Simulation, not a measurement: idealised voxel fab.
The following is a process module called voxel plated lines.
Section shown: cut. Width: 180 nm. Cell size: 5 nm, square.
Heads up, the way a cross-section reads in here is a grid of square cells, handed over as bands from the top down, with every band being one or more rows of cells. The entry gives the band's vertical extent as a top height and a bottom height in nm, then its horizontal make-up as materials from left to right, each with a width in nm. "empty" stands for empty space; a single material marked "full width" fills the band edge to edge. Convention: height 0 is the level below which the wafer, as received, is all one material. The lowest band does not terminate at the bottom but continues downward, represented as "0 -> down". With a width like "30 to 40", each row of cells in the band differs from the next by the same amount, the top row carrying the first number and the bottom row the second. "nothing was modified" (step): cross-section cells unchanged, all of them. "Enclosed empty spaces" contains a list of empty spaces, each no smaller than 8 cells and without an open way to the top, written in the form width x height at distance with the distance from the left edge and all three in nm. Formally, on a step line, whatever follows the settings is a remark that the simulator itself makes on the step. overlay nm, on a step with a mask: how far to the right of its planned place the mask lay; to the left if negative.

# plan
| 1 | RECEIVE, material Si |
| 2 | CONFORMAL_DEP, material SiN, thk nm 10 |
| 3 | DIRECTIONAL_DEP, material TiN, thk nm 5 |
| 4 | PATTERN, tone open, mask id LINES, material resist, width nm 25, pitch nm 40, thk nm 40, overlay nm 0 |
| 5 | EPI, material Ru, thk nm 10 |
| 6 | EPI, material Ru, thk nm 10 |
| 7 | EPI, material Ru, thk nm 5 |
| 8 | STRIP, etch materials resist |
| 9 | DIRECTIONAL_ETCH, etch materials TiN, depth nm 5 |
| 10 | CONFORMAL_DEP, material SiN, thk nm 10 |

# Received-state cross-section, reflecting completion of step 1
0 -> down: Si full width
Enclosed empty spaces: none

# Run as planned - first of the two wafers cross-sectioned at the end of the module
50 -> 40: empty=45; SiN=85; empty=50
40 -> 20: empty=45; SiN=10; Ru=25; SiN=15; Ru=25; SiN=10; empty=50
20 -> 15: SiN=55; Ru=25; SiN=15; Ru=25; SiN=60
15 -> 10: SiN=55; TiN=25; SiN=15; TiN=25; SiN=60
10 -> 0: SiN full width
0 -> down: Si full width
Enclosed empty spaces: none

# Wafer two, sectioned after the module: the first wafer's start, the first wafer's plan, and one mistake in how it was run
50 -> 40: empty=40; SiN=95; empty=45
40 -> 30: empty=40; SiN=10; Ru=35; SiN=5; Ru=35; SiN=10; empty=45
30 -> 20: SiN=50; Ru=35; SiN=5; Ru=35; SiN=55
20 -> 15: Ru full width
15 -> 10: TiN full width
10 -> 0: SiN full width
0 -> down: Si full width
Enclosed empty spaces: none
Heads up, the wafer didn't run the way we planned it: the run placed steps 7 and 8 each in the position the plan gave to the other
Looking at both finished wafers in cells, the second ends up ahead of or behind the first on some materials: Ru +42, SiN -22, TiN +26
